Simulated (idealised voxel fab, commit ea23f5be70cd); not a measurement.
process module | voxel capacitor over wiring
cross-section cut | 170 nm wide | cells 5 nm
A cross-section is a grid of square cells, given in bands from the top down. A band is one or more rows of cells.
Each band's line starts with the height of the band's top and of its bottom, in nm. Then come its materials from left to right, each with its width in nm. One material with "throughout" fills the band from edge to edge. "air" is empty space.
Height 0 is the level under which the wafer as received is all one material. The lowest band goes on downwards, as in "0 down".
A width such as "30 to 40" changes by the same amount from each row of cells to the next, from the band's top row to its bottom row.
"no change" after a step means that no cell of the cross-section changed.
closed voids: empty space of 8 cells or more with no open way to the top, each as width x height at its distance from the left edge, in nm
after a step's settings: what the simulator itself notes on the step
overlay nm, on a step with a mask: how far to the right of its planned place the mask lay; to the left if negative
plan
1 op RECEIVE | material Si
2 op CONFORMAL_DEP | material SiO2 | thk nm 10
3 op CONFORMAL_DEP | material SiCN | thk nm 5
4 op DIRECTIONAL_DEP | material lowk | thk nm 25
5 op MASKED_ETCH | tone open | mask id METAL_1 | width nm 30 | pitch nm 100 | etch materials lowk | depth nm 25 | overlay nm 0
6 op MASKED_ETCH | tone open | mask id METAL_1 | width nm 30 | pitch nm 100 | etch materials SiCN | depth nm 5 | overlay nm 0
7 op CONFORMAL_DEP | material TiN | thk nm 5
8 op FILL_DEP | material Ru | thk nm 5
9 op CMP | height nm 40
10 op CONFORMAL_DEP | material SiCN | thk nm 5
11 op DIRECTIONAL_DEP | material SiO2 | thk nm 10
12 op DIRECTIONAL_DEP | material aC | thk nm 10
13 op PATTERN | tone open | mask id PLUG_1 | material resist | width nm 15 | thk nm 30 | overlay nm 0
14 op DIRECTIONAL_ETCH | etch materials aC | depth nm 10
15 op STRIP | etch materials resist
16 op DIRECTIONAL_ETCH | etch materials SiO2 | depth nm 10
17 op DIRECTIONAL_ETCH | etch materials SiCN | depth nm 5
18 op STRIP | etch materials aC
19 op EPI | material Ru | thk nm 10
20 op EPI | material Ru | thk nm 5
21 op DIRECTIONAL_DEP | material TiN | thk nm 5
22 op DIRECTIONAL_DEP | material SiN | thk nm 5
23 op DIRECTIONAL_DEP | material TiN | thk nm 5
24 op DIRECTIONAL_DEP | material aC | thk nm 10
25 op PATTERN | tone cover | mask id UPPER_PLATE | material resist | width nm 75 | thk nm 30 | overlay nm 0
26 op DIRECTIONAL_ETCH | etch materials aC | depth nm 10
27 op STRIP | etch materials resist
28 op DIRECTIONAL_ETCH | etch materials TiN | depth nm 5
29 op DIRECTIONAL_ETCH | etch materials SiN | depth nm 5
30 op STRIP | etch materials aC
31 op PATTERN | tone cover | mask id LOWER_PLATE | material resist | width nm 85 | thk nm 20 | overlay nm 0
32 op DIRECTIONAL_ETCH | etch materials TiN | depth nm 5
33 op STRIP | etch materials resist
34 op FILL_DEP | material SiO2 | thk nm 20
35 op CMP | height nm 85
36 op PATTERN | tone open | mask id PLUG_2 | material resist | width nm 15 | thk nm 15 | overlay nm 0
37 op DIRECTIONAL_ETCH | etch materials SiO2 | depth nm 15
38 op STRIP | etch materials resist
39 op CONFORMAL_DEP | material TiN | thk nm 5
40 op FILL_DEP | material W | thk nm 10
41 op CMP | height nm 85
42 op CONFORMAL_DEP | material SiN | thk nm 5
as received, after step 1
  0 down: Si throughout
  closed voids: none
a wafer at the end: this start, this plan, one mistake
  90 to 85: SiN throughout
  85 to 75: SiO2 45 | TiN 5 | W 5 | TiN 5 | SiO2 110
  75 to 70: SiO2 45 | TiN 15 | SiO2 110
  70 to 65: SiO2 throughout
  65 to 60: SiO2 35 | SiN 75 | SiO2 60
  60 to 55: TiN 30 | SiO2 5 | TiN 75 | SiO2 5 | TiN 55
  55 to 45: SiO2 35 | Ru 15 | SiO2 120
  45 to 40: SiCN 35 | Ru 15 | SiCN 120
  40 to 15: lowk 20 | TiN 5 | Ru 20 | TiN 5 | lowk 70 | TiN 5 | Ru 20 | TiN 5 | lowk 20
  15 to 10: SiCN 20 | TiN 30 | SiCN 70 | TiN 30 | SiCN 20
  10 to 0: SiO2 throughout
  0 down: Si throughout
  closed voids: none
what went wrong: step 31 ran as: op PATTERN | tone open | mask id LOWER_PLATE | material resist | width nm 85 | thk nm 20 | overlay nm 0
